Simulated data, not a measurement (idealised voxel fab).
Process module in this document: voxel transistor to metal
cross-section cut | 200 nm wide | cells 5 nm
In what follows, cross-sections appear as grids of square cells, described through bands that run from the top down, where every band is one or more rows of cells. Band entry format. Leading values: height of top, height of bottom, nm. Remainder: materials in left-to-right order, each with its width in nm. Special words: "edge to edge" on a single material, which then fills the band edge to edge; "air", empty space. Measure heights from 0. That's the level where, below it, the as-received wafer is all one material. The lowest band is bottomless and extends downward; write it as in "0..down". Think of "30->40" as a width that walks from the first number to the second as you go down the band, top row to bottom row, taking equal-sized steps from row to row. Reading "nothing different" for a step: not a cell of the cross-section changed in it. If an empty space has no open way to the top and is at least 8 cells in size, "Trapped void list" lists it, written width x height at distance, where distance is measured from the left edge and every value is in nm. On a step's line, text after the settings is the simulator commenting on that step. The optional step-line setting "overlay nm" applies to steps with a mask and quantifies how far to the right of its planned location the mask lay, a negative value indicating leftward placement. Before/after cross-section pairs, one process step each; after shown to lowest changed band; step and settings beneath. Pairs may be from different runs of this module on the same starting wafer; a pair continues from the one above only where its "Pre-step snapshot" entry says so.

[Pre-step snapshot]
25..10  SiO2 45; air 20; SiO2 60; air 20; SiO2 55
10..0  SiO2 45; air 20; SiO2 10; SiN 10; HfO2 5; TiN 5; W 10; TiN 5; HfO2 5; SiN 10; air 20; SiO2 55
0..-5  SiO2 40; SiN 10; SiGe 10; air 5; SiGe 10; SiN 10; HfO2 5; TiN 20; HfO2 5; SiN 10; SiGe 10; air 5; SiGe 10; SiN 10; SiO2 40
-5..-10  SiO2 50; SiGe 10; air 5; SiGe 10; SiO2 5; HfO2 40; SiO2 5; SiGe 10; air 5; SiGe 10; SiO2 50
-10..-20  SiO2 45; Si 5; SiGe 25; Si 50; SiGe 25; Si 5; SiO2 45
-20..-30  SiO2 45; Si 110; SiO2 45
-30..down  Si edge to edge
Trapped void list: none

[Structure After Step]
30..25  TiN 50; air 10; TiN 70; air 10; TiN 60
25..10  SiO2 45; TiN 5; air 10; TiN 5; SiO2 60; TiN 5; air 10; TiN 5; SiO2 55
10..5  SiO2 45; TiN 5; air 10; TiN 5; SiO2 10; SiN 10; HfO2 5; TiN 5; W 10; TiN 5; HfO2 5; SiN 10; TiN 5; air 10; TiN 5; SiO2 55
5..0  SiO2 45; TiN 20; SiO2 10; SiN 10; HfO2 5; TiN 5; W 10; TiN 5; HfO2 5; SiN 10; TiN 20; SiO2 55
0..-5  SiO2 40; SiN 10; SiGe 10; TiN 5; SiGe 10; SiN 10; HfO2 5; TiN 20; HfO2 5; SiN 10; SiGe 10; TiN 5; SiGe 10; SiN 10; SiO2 40
-5..-10  SiO2 50; SiGe 10; TiN 5; SiGe 10; SiO2 5; HfO2 40; SiO2 5; SiGe 10; TiN 5; SiGe 10; SiO2 50
Anything lower than -10 is untouched.
Trapped void list: none
Quick note on the step between the two cross-sections above: CONFORMAL_DEP: material TiN, thk nm 5

Pre-step snapshot: the cross-section after the pair above

[Structure After Step]
35..30  W edge to edge
30..25  TiN 50; W 10; TiN 70; W 10; TiN 60
25..10  SiO2 45; TiN 5; W 10; TiN 5; SiO2 60; TiN 5; W 10; TiN 5; SiO2 55
10..5  SiO2 45; TiN 5; W 10; TiN 5; SiO2 10; SiN 10; HfO2 5; TiN 5; W 10; TiN 5; HfO2 5; SiN 10; TiN 5; W 10; TiN 5; SiO2 55
Anything lower than 5 is untouched.
Trapped void list: none
Quick note on the step between the two cross-sections above: FILL_DEP: material W, thk nm 5

Pre-step snapshot: the cross-section after the pair above

[Structure After Step]
25..10  SiO2 45; TiN 5; W 10; TiN 5; SiO2 60; TiN 5; W 10; TiN 5; SiO2 55
Anything lower than 10 is untouched.
Trapped void list: none
Quick note on the step between the two cross-sections above: CMP: height nm 25

Pre-step snapshot: the cross-section after the pair above

[Structure After Step]
30..25  TiN edge to edge
Anything lower than 25 is untouched.
Trapped void list: none
Quick note on the step between the two cross-sections above: DIRECTIONAL_DEP: material TiN, thk nm 5

Pre-step snapshot: the cross-section after the pair above

[Structure After Step]
50..30  W edge to edge
Anything lower than 30 is untouched.
Trapped void list: none
Quick note on the step between the two cross-sections above: DIRECTIONAL_DEP: material W, thk nm 20

Pre-step snapshot: the cross-section after the pair above

[Structure After Step]
60..50  aC edge to edge
Anything lower than 50 is untouched.
Trapped void list: none
Quick note on the step between the two cross-sections above: DIRECTIONAL_DEP: material aC, thk nm 10

Pre-step snapshot: the cross-section after the pair above

[Structure After Step]
85..60  air 50; resist 20; air 60; resist 20; air 50
Anything lower than 60 is untouched.
Trapped void list: none
Quick note on the step between the two cross-sections above: PATTERN: tone cover, mask id METAL_1, material resist, width nm 20, pitch nm 80, thk nm 25, overlay nm 0

Pre-step snapshot: the cross-section after the pair above

[Structure After Step]
75..60  air 50; resist 20; air 60; resist 20; air 50
60..50  air 50; aC 20; air 60; aC 20; air 50
Anything lower than 50 is untouched.
Trapped void list: none
Quick note on the step between the two cross-sections above: DIRECTIONAL_ETCH: etch materials aC, depth nm 10

Pre-step snapshot: the cross-section after the pair above

[Structure After Step]
60..50  air 50; aC 20; air 60; aC 20; air 50
Anything lower than 50 is untouched.
Trapped void list: none
Quick note on the step between the two cross-sections above: STRIP: etch materials resist

Pre-step snapshot: the cross-section after the pair above

[Structure After Step]
60..50  air 50; aC 20; air 60; aC 20; air 50
50..30  air 50; W 20; air 60; W 20; air 50
Anything lower than 30 is untouched.
Trapped void list: none
Quick note on the step between the two cross-sections above: DIRECTIONAL_ETCH: etch materials W, depth nm 20

Pre-step snapshot: the cross-section after the pair above

[Structure After Step]
60..50  air 50; aC 20; air 60; aC 20; air 50
50..30  air 50; W 20; air 60; W 20; air 50
30..25  air 50; TiN 20; air 60; TiN 20; air 50
Anything lower than 25 is untouched.
Trapped void list: none
Quick note on the step between the two cross-sections above: DIRECTIONAL_ETCH: etch materials TiN, depth nm 5

Pre-step snapshot: the cross-section after the pair above

[Structure After Step]
50..30  air 50; W 20; air 60; W 20; air 50
Anything lower than 30 is untouched.
Trapped void list: none
Quick note on the step between the two cross-sections above: STRIP: etch materials aC

Pre-step snapshot: the cross-section after the pair above

[Structure After Step]
55..50  air 45; SiN 30; air 50; SiN 30; air 45
50..30  air 45; SiN 5; W 20; SiN 5; air 50; SiN 5; W 20; SiN 5; air 45
30..25  SiN 50; TiN 20; SiN 60; TiN 20; SiN 50
Anything lower than 25 is untouched.
Trapped void list: none
Quick note on the step between the two cross-sections above: CONFORMAL_DEP: material SiN, thk nm 5

Pre-step snapshot: the cross-section after the pair above

[Structure After Step]
65..55  SiO2 edge to edge
55..50  SiO2 45; SiN 30; SiO2 50; SiN 30; SiO2 45
50..30  SiO2 45; SiN 5; W 20; SiN 5; SiO2 50; SiN 5; W 20; SiN 5; SiO2 45
Anything lower than 30 is untouched.
Trapped void list: none
Quick note on the step between the two cross-sections above: FILL_DEP: material SiO2, thk nm 10

Pre-step snapshot: the cross-section after the pair above

[Structure After Step]
50..30  SiO2 45; SiN 5; W 20; SiN 5; SiO2 50; SiN 5; W 20; SiN 5; SiO2 45
Anything lower than 30 is untouched.
Trapped void list: none
Quick note on the step between the two cross-sections above: CMP: height nm 50

Pre-step snapshot: the cross-section after the pair above

[Structure After Step]
55..50  SiN edge to edge
Anything lower than 50 is untouched.
Trapped void list: none
Quick note on the step between the two cross-sections above: CONFORMAL_DEP: material SiN, thk nm 5

[Pre-step snapshot]
20..15  air 70; HfO2 20; air 20; HfO2 20; air 70
15..10  HfO2 75; SiN 10; HfO2 5; air 20; HfO2 5; SiN 10; HfO2 75
10..0  SiO2 75; SiN 10; HfO2 5; air 20; HfO2 5; SiN 10; SiO2 75
0..-5  SiO2 40; SiN 10; SiGe 10; SiO2 5; SiGe 10; SiN 10; HfO2 5; air 20; HfO2 5; SiN 10; SiGe 10; SiO2 5; SiGe 10; SiN 10; SiO2 40
-5..-10  SiO2 50; SiGe 10; SiO2 5; SiGe 10; SiO2 5; HfO2 40; SiO2 5; SiGe 10; SiO2 5; SiGe 10; SiO2 50
-10..-20  SiO2 45; Si 5; SiGe 25; Si 50; SiGe 25; Si 5; SiO2 45
-20..-30  SiO2 45; Si 110; SiO2 45
-30..down  Si edge to edge
Trapped void list: none

[Structure After Step]
25..20  air 65; HfO2 30; air 10; HfO2 30; air 65
20..15  HfO2 95; air 10; HfO2 95
15..10  HfO2 75; SiN 10; HfO2 10; air 10; HfO2 10; SiN 10; HfO2 75
10..0  SiO2 75; SiN 10; HfO2 10; air 10; HfO2 10; SiN 10; SiO2 75
0..-5  SiO2 40; SiN 10; SiGe 10; SiO2 5; SiGe 10; SiN 10; HfO2 30; SiN 10; SiGe 10; SiO2 5; SiGe 10; SiN 10; SiO2 40
Anything lower than -5 is untouched.
Trapped void list: none
Quick note on the step between the two cross-sections above: CONFORMAL_DEP: material HfO2, thk nm 5

Pre-step snapshot: the cross-section after the pair above

[Structure After Step]
35..25  W edge to edge
25..20  W 65; HfO2 30; W 10; HfO2 30; W 65
20..15  HfO2 95; W 10; HfO2 95
15..10  HfO2 75; SiN 10; HfO2 10; W 10; HfO2 10; SiN 10; HfO2 75
10..0  SiO2 75; SiN 10; HfO2 10; W 10; HfO2 10; SiN 10; SiO2 75
Anything lower than 0 is untouched.
Trapped void list: none
Quick note on the step between the two cross-sections above: FILL_DEP: material W, thk nm 10

Pre-step snapshot: the cross-section after the pair above

[Structure After Step]
10..0  SiO2 75; SiN 10; HfO2 10; W 10; HfO2 10; SiN 10; SiO2 75
Anything lower than 0 is untouched.
Trapped void list: none
Quick note on the step between the two cross-sections above: CMP: height nm 10

Pre-step snapshot: the cross-section after the pair above

[Structure After Step]
25..10  SiO2 edge to edge
Anything lower than 10 is untouched.
Trapped void list: none
Quick note on the step between the two cross-sections above: DIRECTIONAL_DEP: material SiO2, thk nm 15

Pre-step snapshot: the cross-section after the pair above

[Structure After Step]
25..10  SiO2 50; air 20; SiO2 60; air 20; SiO2 50
10..0  SiO2 50; air 20; SiO2 5; SiN 10; HfO2 10; W 10; HfO2 10; SiN 10; SiO2 5; air 20; SiO2 50
0..-5  SiO2 40; SiN 10; SiGe 10; air 5; SiGe 10; SiN 10; HfO2 30; SiN 10; SiGe 10; air 5; SiGe 10; SiN 10; SiO2 40
-5..-10  SiO2 50; SiGe 10; air 5; SiGe 10; SiO2 5; HfO2 40; SiO2 5; SiGe 10; air 5; SiGe 10; SiO2 50
Anything lower than -10 is untouched.
Trapped void list: none
Quick note on the step between the two cross-sections above: MASKED_ETCH: tone open, mask id CONTACT, width nm 20, pitch nm 80, etch materials SiO2, depth nm 35, overlay nm 0

Pre-step snapshot: the cross-section after the pair above

[Structure After Step]
30..25  TiN 55; air 10; TiN 70; air 10; TiN 55
25..10  SiO2 50; TiN 5; air 10; TiN 5; SiO2 60; TiN 5; air 10; TiN 5; SiO2 50
10..5  SiO2 50; TiN 5; air 10; TiN 5; SiO2 5; SiN 10; HfO2 10; W 10; HfO2 10; SiN 10; SiO2 5; TiN 5; air 10; TiN 5; SiO2 50
5..0  SiO2 50; TiN 20; SiO2 5; SiN 10; HfO2 10; W 10; HfO2 10; SiN 10; SiO2 5; TiN 20; SiO2 50
0..-5  SiO2 40; SiN 10; SiGe 10; TiN 5; SiGe 10; SiN 10; HfO2 30; SiN 10; SiGe 10; TiN 5; SiGe 10; SiN 10; SiO2 40
-5..-10  SiO2 50; SiGe 10; TiN 5; SiGe 10; SiO2 5; HfO2 40; SiO2 5; SiGe 10; TiN 5; SiGe 10; SiO2 50
Anything lower than -10 is untouched.
Trapped void list: none
Quick note on the step between the two cross-sections above: CONFORMAL_DEP: material TiN, thk nm 5

Pre-step snapshot: the cross-section after the pair above

[Structure After Step]
35..30  W edge to edge
30..25  TiN 55; W 10; TiN 70; W 10; TiN 55
25..10  SiO2 50; TiN 5; W 10; TiN 5; SiO2 60; TiN 5; W 10; TiN 5; SiO2 50
10..5  SiO2 50; TiN 5; W 10; TiN 5; SiO2 5; SiN 10; HfO2 10; W 10; HfO2 10; SiN 10; SiO2 5; TiN 5; W 10; TiN 5; SiO2 50
Anything lower than 5 is untouched.
Trapped void list: none
Quick note on the step between the two cross-sections above: FILL_DEP: material W, thk nm 5

Pre-step snapshot: the cross-section after the pair above

[Structure After Step]
25..10  SiO2 50; TiN 5; W 10; TiN 5; SiO2 60; TiN 5; W 10; TiN 5; SiO2 50
Anything lower than 10 is untouched.
Trapped void list: none
Quick note on the step between the two cross-sections above: CMP: height nm 25

Pre-step snapshot: the cross-section after the pair above

[Structure After Step]
30..25  TiN edge to edge
Anything lower than 25 is untouched.
Trapped void list: none
Quick note on the step between the two cross-sections above: DIRECTIONAL_DEP: material TiN, thk nm 5

Pre-step snapshot: the cross-section after the pair above

[Structure After Step]
50..30  W edge to edge
Anything lower than 30 is untouched.
Trapped void list: none
Quick note on the step between the two cross-sections above: DIRECTIONAL_DEP: material W, thk nm 20

Pre-step snapshot: the cross-section after the pair above

[Structure After Step]
60..50  aC edge to edge
Anything lower than 50 is untouched.
Trapped void list: none
Quick note on the step between the two cross-sections above: DIRECTIONAL_DEP: material aC, thk nm 10

Pre-step snapshot: the cross-section after the pair above

[Structure After Step]
85..60  air 50; resist 20; air 60; resist 20; air 50
Anything lower than 60 is untouched.
Trapped void list: none
Quick note on the step between the two cross-sections above: PATTERN: tone cover, mask id METAL_1, material resist, width nm 20, pitch nm 80, thk nm 25, overlay nm 0

Pre-step snapshot: the cross-section after the pair above

[Structure After Step]
75..60  air 50; resist 20; air 60; resist 20; air 50
60..50  air 50; aC 20; air 60; aC 20; air 50
Anything lower than 50 is untouched.
Trapped void list: none
Quick note on the step between the two cross-sections above: DIRECTIONAL_ETCH: etch materials aC, depth nm 10

Pre-step snapshot: the cross-section after the pair above

[Structure After Step]
60..50  air 50; aC 20; air 60; aC 20; air 50
Anything lower than 50 is untouched.
Trapped void list: none
Quick note on the step between the two cross-sections above: STRIP: etch materials resist

Pre-step snapshot: the cross-section after the pair above

[Structure After Step]
60..50  air 50; aC 20; air 60; aC 20; air 50
50..30  air 50; W 20; air 60; W 20; air 50
Anything lower than 30 is untouched.
Trapped void list: none
Quick note on the step between the two cross-sections above: DIRECTIONAL_ETCH: etch materials W, depth nm 20

Pre-step snapshot: the cross-section after the pair above

[Structure After Step]
60..50  air 50; aC 20; air 60; aC 20; air 50
50..30  air 50; W 20; air 60; W 20; air 50
30..25  air 50; TiN 20; air 60; TiN 20; air 50
Anything lower than 25 is untouched.
Trapped void list: none
Quick note on the step between the two cross-sections above: DIRECTIONAL_ETCH: etch materials TiN, depth nm 5

Pre-step snapshot: the cross-section after the pair above

[Structure After Step]
50..30  air 50; W 20; air 60; W 20; air 50
Anything lower than 30 is untouched.
Trapped void list: none
Quick note on the step between the two cross-sections above: STRIP: etch materials aC

Pre-step snapshot: the cross-section after the pair above

[Structure After Step]
55..50  air 45; SiN 30; air 50; SiN 30; air 45
50..30  air 45; SiN 5; W 20; SiN 5; air 50; SiN 5; W 20; SiN 5; air 45
30..25  SiN 50; TiN 20; SiN 60; TiN 20; SiN 50
Anything lower than 25 is untouched.
Trapped void list: none
Quick note on the step between the two cross-sections above: CONFORMAL_DEP: material SiN, thk nm 5

Pre-step snapshot: the cross-section after the pair above

[Structure After Step]
65..55  SiO2 edge to edge
55..50  SiO2 45; SiN 30; SiO2 50; SiN 30; SiO2 45
50..30  SiO2 45; SiN 5; W 20; SiN 5; SiO2 50; SiN 5; W 20; SiN 5; SiO2 45
Anything lower than 30 is untouched.
Trapped void list: none
Quick note on the step between the two cross-sections above: FILL_DEP: material SiO2, thk nm 10

Pre-step snapshot: the cross-section after the pair above

[Structure After Step]
50..30  SiO2 45; SiN 5; W 20; SiN 5; SiO2 50; SiN 5; W 20; SiN 5; SiO2 45
Anything lower than 30 is untouched.
Trapped void list: none
Quick note on the step between the two cross-sections above: CMP: height nm 50

Pre-step snapshot: the cross-section after the pair above

[Structure After Step]
55..50  SiN edge to edge
Anything lower than 50 is untouched.
Trapped void list: none
Quick note on the step between the two cross-sections above: CONFORMAL_DEP: material SiN, thk nm 5

[Pre-step snapshot]
15..0  SiN edge to edge
0..-5  SiO2 edge to edge
-5..down  Si edge to edge
Trapped void list: none

[Structure After Step]
15..0  SiN 45; air 110; SiN 45
Anything lower than 0 is untouched.
Trapped void list: none
Quick note on the step between the two cross-sections above: MASKED_ETCH: tone open, mask id ACTIVE, width nm 110, etch materials SiN, depth nm 15, overlay nm 0

Pre-step snapshot: the cross-section after the pair above

[Structure After Step]
20..15  SiO2 edge to edge
15..0  SiN 45; SiO2 110; SiN 45
Anything lower than 0 is untouched.
Trapped void list: none
Quick note on the step between the two cross-sections above: FILL_DEP: material SiO2, thk nm 5

Pre-step snapshot: the cross-section after the pair above

[Structure After Step]
15..0  SiN 45; SiO2 110; SiN 45
Anything lower than 0 is untouched.
Trapped void list: none
Quick note on the step between the two cross-sections above: CMP: height nm 15

Pre-step snapshot: the cross-section after the pair above

[Structure After Step]
15..5  SiN 45; air 110; SiN 45
Anything lower than 5 is untouched.
Trapped void list: none
Quick note on the step between the two cross-sections above: SELECTIVE_ETCH: etch materials SiO2, depth nm 10

Pre-step snapshot: the cross-section after the pair above

[Structure After Step]
5..0  air 45; SiO2 110; air 45
Anything lower than 0 is untouched.
Trapped void list: none
Quick note on the step between the two cross-sections above: STRIP: etch materials SiN

Pre-step snapshot: the cross-section after the pair above

[Structure After Step]
0..-5  air 50; SiO2 100; air 50
Anything lower than -5 is untouched.
Trapped void list: none
Quick note on the step between the two cross-sections above: SELECTIVE_ETCH: etch materials SiO2, depth nm 5

Pre-step snapshot: the cross-section after the pair above

[Structure After Step]
0..-5  air 50; SiO2 100; air 50
-5..-10  SiO2 55; Si 90; SiO2 55
Anything lower than -10 is untouched.
Trapped void list: none
Quick note on the step between the two cross-sections above: OXIDIZE: depth nm 5

Pre-step snapshot: the cross-section after the pair above

[Structure After Step]
20..15  air 50; polySi 100; air 50
15..0  polySi edge to edge
0..-5  polySi 50; SiO2 100; polySi 50
Anything lower than -5 is untouched.
Trapped void list: none
Quick note on the step between the two cross-sections above: DIRECTIONAL_DEP: material polySi, thk nm 20

Pre-step snapshot: the cross-section after the pair above

[Structure After Step]
35..30  air 50; SiCN 100; air 50
30..20  SiCN edge to edge
20..15  SiCN 50; polySi 100; SiCN 50
Anything lower than 15 is untouched.
Trapped void list: none
Quick note on the step between the two cross-sections above: DIRECTIONAL_DEP: material SiCN, thk nm 15

Pre-step snapshot: the cross-section after the pair above

[Structure After Step]
35..20  air 85; SiCN 30; air 85
20..15  air 50; polySi 100; air 50
Anything lower than 15 is untouched.
Trapped void list: none
Quick note on the step between the two cross-sections above: MASKED_ETCH: tone cover, mask id GATE, width nm 30, etch materials SiCN, depth nm 25, overlay nm 0

Pre-step snapshot: the cross-section after the pair above

[Structure After Step]
35..20  air 85; SiCN 30; air 85
20..0  air 85; polySi 30; air 85
0..-5  air 50; SiO2 100; air 50
Anything lower than -5 is untouched.
Trapped void list: none
Quick note on the step between the two cross-sections above: MASKED_ETCH: tone cover, mask id GATE, width nm 30, etch materials polySi, depth nm 30, overlay nm 0

Pre-step snapshot: the cross-section after the pair above

[Structure After Step]
45..35  air 75; SiN 50; air 75
35..20  air 75; SiN 10; SiCN 30; SiN 10; air 75
20..10  air 75; SiN 10; polySi 30; SiN 10; air 75
10..5  air 40; SiN 45; polySi 30; SiN 45; air 40
5..0  SiN 85; polySi 30; SiN 85
0..-5  SiN 50; SiO2 100; SiN 50
Anything lower than -5 is untouched.
Trapped void list: none
Quick note on the step between the two cross-sections above: CONFORMAL_DEP: material SiN, thk nm 10

Pre-step snapshot: the cross-section after the pair above

[Structure After Step]
35..20  air 75; SiN 10; SiCN 30; SiN 10; air 75
20..0  air 75; SiN 10; polySi 30; SiN 10; air 75
0..-5  air 40; SiN 10; SiO2 100; SiN 10; air 40
Anything lower than -5 is untouched.
Trapped void list: none
Quick note on the step between the two cross-sections above: DIRECTIONAL_ETCH: etch materials SiN, depth nm 10

Pre-step snapshot: the cross-section after the pair above

[Structure After Step]
35..20  air 75; SiN 10; SiCN 30; SiN 10; air 75
20..0  air 75; SiN 10; polySi 30; SiN 10; air 75
0..-5  air 40; SiN 10; air 25; SiO2 50; air 25; SiN 10; air 40
-5..-10  air 40; SiO2 15; Si 90; SiO2 15; air 40
Anything lower than -10 is untouched.
Trapped void list: none
Quick note on the step between the two cross-sections above: DIRECTIONAL_ETCH: etch materials SiO2, depth nm 5

Pre-step snapshot: the cross-section after the pair above

[Structure After Step]
35..20  air 75; SiN 10; SiCN 30; SiN 10; air 75
20..0  air 75; SiN 10; polySi 30; SiN 10; air 75
0..-5  air 40; SiN 10; air 25; SiO2 50; air 25; SiN 10; air 40
-5..-10  air 40; SiO2 15; air 20; Si 50; air 20; SiO2 15; air 40
-10..-15  air 40; Si 15; air 20; Si 50; air 20; Si 15; air 40
-15..-20  air 40; Si 120; air 40
Anything lower than -20 is untouched.
Trapped void list: none
Quick note on the step between the two cross-sections above: DIRECTIONAL_ETCH: etch materials Si, depth nm 10

Pre-step snapshot: the cross-section after the pair above

[Structure After Step]
35..20  air 75; SiN 10; SiCN 30; SiN 10; air 75
20..5  air 75; SiN 10; polySi 30; SiN 10; air 75
5..0  air 65; SiGe 10; SiN 10; polySi 30; SiN 10; SiGe 10; air 65
0..-5  air 30; SiGe 10; SiN 10; SiGe 25; SiO2 50; SiGe 25; SiN 10; SiGe 10; air 30
-5..-10  air 30; SiGe 10; SiO2 15; SiGe 20; Si 50; SiGe 20; SiO2 15; SiGe 10; air 30
-10..-15  SiGe 40; Si 15; SiGe 20; Si 50; SiGe 20; Si 15; SiGe 40
-15..-20  SiGe 40; Si 120; SiGe 40
Anything lower than -20 is untouched.
Trapped void list: none
Quick note on the step between the two cross-sections above: EPI: material SiGe, thk nm 10

Pre-step snapshot: the cross-section after the pair above

[Structure After Step]
45..35  SiO2 edge to edge
35..20  SiO2 75; SiN 10; SiCN 30; SiN 10; SiO2 75
20..5  SiO2 75; SiN 10; polySi 30; SiN 10; SiO2 75
5..0  SiO2 65; SiGe 10; SiN 10; polySi 30; SiN 10; SiGe 10; SiO2 65
0..-5  SiO2 30; SiGe 10; SiN 10; SiGe 25; SiO2 50; SiGe 25; SiN 10; SiGe 10; SiO2 30
-5..-10  SiO2 30; SiGe 10; SiO2 15; SiGe 20; Si 50; SiGe 20; SiO2 15; SiGe 10; SiO2 30
Anything lower than -10 is untouched.
Trapped void list: none
Quick note on the step between the two cross-sections above: FILL_DEP: material SiO2, thk nm 10

Pre-step snapshot: the cross-section after the pair above

[Structure After Step]
15..5  SiO2 75; SiN 10; polySi 30; SiN 10; SiO2 75
Anything lower than 5 is untouched.
Trapped void list: none
Quick note on the step between the two cross-sections above: CMP: height nm 15

Pre-step snapshot: the cross-section after the pair above

[Structure After Step]
15..5  SiO2 75; SiN 10; air 30; SiN 10; SiO2 75
5..0  SiO2 65; SiGe 10; SiN 10; air 30; SiN 10; SiGe 10; SiO2 65
Anything lower than 0 is untouched.
Trapped void list: none
Quick note on the step between the two cross-sections above: STRIP: etch materials polySi

Pre-step snapshot: the cross-section after the pair above

[Structure After Step]
15..10  air 75; SiN 10; air 30; SiN 10; air 75
10..5  SiO2 75; SiN 10; air 30; SiN 10; SiO2 75
5..0  SiO2 65; SiGe 10; SiN 10; air 30; SiN 10; SiGe 10; SiO2 65
0..-5  SiO2 30; SiGe 10; SiN 10; SiGe 25; SiO2 5; air 40; SiO2 5; SiGe 25; SiN 10; SiGe 10; SiO2 30
Anything lower than -5 is untouched.
Trapped void list: none
Quick note on the step between the two cross-sections above: SELECTIVE_ETCH: etch materials SiO2, depth nm 5

Pre-step snapshot: the cross-section after the pair above

[Structure After Step]
20..15  air 70; HfO2 20; air 20; HfO2 20; air 70
15..10  HfO2 75; SiN 10; HfO2 5; air 20; HfO2 5; SiN 10; HfO2 75
10..5  SiO2 75; SiN 10; HfO2 5; air 20; HfO2 5; SiN 10; SiO2 75
5..0  SiO2 65; SiGe 10; SiN 10; HfO2 5; air 20; HfO2 5; SiN 10; SiGe 10; SiO2 65
0..-5  SiO2 30; SiGe 10; SiN 10; SiGe 25; SiO2 5; HfO2 40; SiO2 5; SiGe 25; SiN 10; SiGe 10; SiO2 30
Anything lower than -5 is untouched.
Trapped void list: none
Quick note on the step between the two cross-sections above: CONFORMAL_DEP: material HfO2, thk nm 5

Pre-step snapshot: the cross-section after the pair above

[Structure After Step]
25..20  air 65; TiN 30; air 10; TiN 30; air 65
20..15  TiN 70; HfO2 20; TiN 5; air 10; TiN 5; HfO2 20; TiN 70
15..10  HfO2 75; SiN 10; HfO2 5; TiN 5; air 10; TiN 5; HfO2 5; SiN 10; HfO2 75
10..5  SiO2 75; SiN 10; HfO2 5; TiN 5; air 10; TiN 5; HfO2 5; SiN 10; SiO2 75
5..0  SiO2 65; SiGe 10; SiN 10; HfO2 5; TiN 20; HfO2 5; SiN 10; SiGe 10; SiO2 65
Anything lower than 0 is untouched.
Trapped void list: none
Quick note on the step between the two cross-sections above: CONFORMAL_DEP: material TiN, thk nm 5

Pre-step snapshot: the cross-section after the pair above

[Structure After Step]
35..25  W edge to edge
25..20  W 65; TiN 30; W 10; TiN 30; W 65
20..15  TiN 70; HfO2 20; TiN 5; W 10; TiN 5; HfO2 20; TiN 70
15..10  HfO2 75; SiN 10; HfO2 5; TiN 5; W 10; TiN 5; HfO2 5; SiN 10; HfO2 75
10..5  SiO2 75; SiN 10; HfO2 5; TiN 5; W 10; TiN 5; HfO2 5; SiN 10; SiO2 75
Anything lower than 5 is untouched.
Trapped void list: none
Quick note on the step between the two cross-sections above: FILL_DEP: material W, thk nm 10

Pre-step snapshot: the cross-section after the pair above

[Structure After Step]
10..5  SiO2 75; SiN 10; HfO2 5; TiN 5; W 10; TiN 5; HfO2 5; SiN 10; SiO2 75
Anything lower than 5 is untouched.
Trapped void list: none
Quick note on the step between the two cross-sections above: CMP: height nm 10

Pre-step snapshot: the cross-section after the pair above

[Structure After Step]
25..10  SiO2 edge to edge
Anything lower than 10 is untouched.
Trapped void list: none
Quick note on the step between the two cross-sections above: DIRECTIONAL_DEP: material SiO2, thk nm 15

Pre-step snapshot: the cross-section after the pair above

[Structure After Step]
25..10  SiO2 50; air 20; SiO2 60; air 20; SiO2 50
10..5  SiO2 50; air 20; SiO2 5; SiN 10; HfO2 5; TiN 5; W 10; TiN 5; HfO2 5; SiN 10; SiO2 5; air 20; SiO2 50
5..0  SiO2 50; air 15; SiGe 10; SiN 10; HfO2 5; TiN 20; HfO2 5; SiN 10; SiGe 10; air 15; SiO2 50
Anything lower than 0 is untouched.
Trapped void list: none
Quick note on the step between the two cross-sections above: MASKED_ETCH: tone open, mask id CONTACT, width nm 20, pitch nm 80, etch materials SiO2, depth nm 35, overlay nm 0

Pre-step snapshot: the cross-section after the pair above

[Structure After Step]
30..25  TiN 55; air 10; TiN 70; air 10; TiN 55
25..10  SiO2 50; TiN 5; air 10; TiN 5; SiO2 60; TiN 5; air 10; TiN 5; SiO2 50
10..5  SiO2 50; TiN 5; air 5; TiN 10; SiO2 5; SiN 10; HfO2 5; TiN 5; W 10; TiN 5; HfO2 5; SiN 10; SiO2 5; TiN 10; air 5; TiN 5; SiO2 50
5..0  SiO2 50; TiN 15; SiGe 10; SiN 10; HfO2 5; TiN 20; HfO2 5; SiN 10; SiGe 10; TiN 15; SiO2 50
Anything lower than 0 is untouched.
Trapped void list: none
Quick note on the step between the two cross-sections above: CONFORMAL_DEP: material TiN, thk nm 5

Pre-step snapshot: the cross-section after the pair above

[Structure After Step]
35..30  W edge to edge
30..25  TiN 55; W 10; TiN 70; W 10; TiN 55
25..10  SiO2 50; TiN 5; W 10; TiN 5; SiO2 60; TiN 5; W 10; TiN 5; SiO2 50
10..5  SiO2 50; TiN 5; W 5; TiN 10; SiO2 5; SiN 10; HfO2 5; TiN 5; W 10; TiN 5; HfO2 5; SiN 10; SiO2 5; TiN 10; W 5; TiN 5; SiO2 50
Anything lower than 5 is untouched.
Trapped void list: none
Quick note on the step between the two cross-sections above: FILL_DEP: material W, thk nm 5

Pre-step snapshot: the cross-section after the pair above

[Structure After Step]
25..10  SiO2 50; TiN 5; W 10; TiN 5; SiO2 60; TiN 5; W 10; TiN 5; SiO2 50
Anything lower than 10 is untouched.
Trapped void list: none
Quick note on the step between the two cross-sections above: CMP: height nm 25

Pre-step snapshot: the cross-section after the pair above

[Structure After Step]
30..25  TiN edge to edge
Anything lower than 25 is untouched.
Trapped void list: none
Quick note on the step between the two cross-sections above: DIRECTIONAL_DEP: material TiN, thk nm 5

Pre-step snapshot: the cross-section after the pair above

[Structure After Step]
50..30  W edge to edge
Anything lower than 30 is untouched.
Trapped void list: none
Quick note on the step between the two cross-sections above: DIRECTIONAL_DEP: material W, thk nm 20

Pre-step snapshot: the cross-section after the pair above

[Structure After Step]
60..50  aC edge to edge
Anything lower than 50 is untouched.
Trapped void list: none
Quick note on the step between the two cross-sections above: DIRECTIONAL_DEP: material aC, thk nm 10

Pre-step snapshot: the cross-section after the pair above

[Structure After Step]
85..60  air 50; resist 20; air 60; resist 20; air 50
Anything lower than 60 is untouched.
Trapped void list: none
Quick note on the step between the two cross-sections above: PATTERN: tone cover, mask id METAL_1, material resist, width nm 20, pitch nm 80, thk nm 25, overlay nm 0
